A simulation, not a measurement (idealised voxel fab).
This section sets out a process module, namely voxel local oxidation.
Section cut is 255 nm wide and gridded with 5 nm square cells.
When this document writes out a cross-section, it uses a grid of square cells and lists it as bands, beginning at the top and moving down, with a band standing for one or more rows of cells. In this notation a band is specified by the heights of its top and bottom, in that order and in nm, after which its materials appear from left to right, each paired with its width in nm. The word "throughout" attached to a single material means that material fills the band from edge to edge; the word "blank" stands for empty space. Heights are measured from 0, the level below which the as-received wafer is all one material; the lowest band has no bottom and continues downward, written as in "z 0 and below". With a width like "30..40", each row of cells in the band differs from the next by the same amount, the top row carrying the first number and the bottom row the second. It should be understood that the words "remained the same", when stated for a given step, signify that the cross-section underwent no change in any of its cells during that step. Basically, "Closed void table" tells you about the enclosed voids: empty spaces with no open way to the top, 8 cells or bigger, each written width x height at distance, where distance is from the left edge, all in nm. If you see something after the settings on a step's line, that's the simulator's own remark about that step. overlay nm: right-of-plan distance of the mask on a masked step; negative values mean left-of-plan.
# This section lists the process steps that were planned
1. op RECEIVE | material Si
2. op CONFORMAL_DEP | material SiO2 | thk nm 5
3. op CONFORMAL_DEP | material SiN | thk nm 15
4. op PATTERN | tone cover | mask id ACTIVE | material resist | width nm 95 | thk nm 20 | overlay nm 0
5. op DIRECTIONAL_ETCH | etch materials SiN | depth nm 15
6. op STRIP | etch materials resist
7. op SELECTIVE_ETCH | etch materials SiO2 | depth nm 5
8. op OXIDIZE | depth nm 10
9. op STRIP | etch materials SiN
# Here's what the wafer looked like in cross-section when it arrived - that's after step 1
* z 0 and below = Si throughout
* Closed void table: none
# The cross-section shown corresponds to the wafer at the conclusion of the module. The initial structure and the process plan are those presented above; however, one mistake occurred in executing the plan
* z 5 to 0 = 75 of blank  85 of SiO2  95 of blank
* z 0 to -10 = 85 of SiO2  65 of Si  105 of SiO2
* z -10 and below = Si throughout
* Closed void table: none
What was done differently from what was planned? heads up, step 4 didn't go per plan, it actually ran as op PATTERN | tone cover | mask id ACTIVE | material resist | width nm 95 | thk nm 20 | overlay nm -10
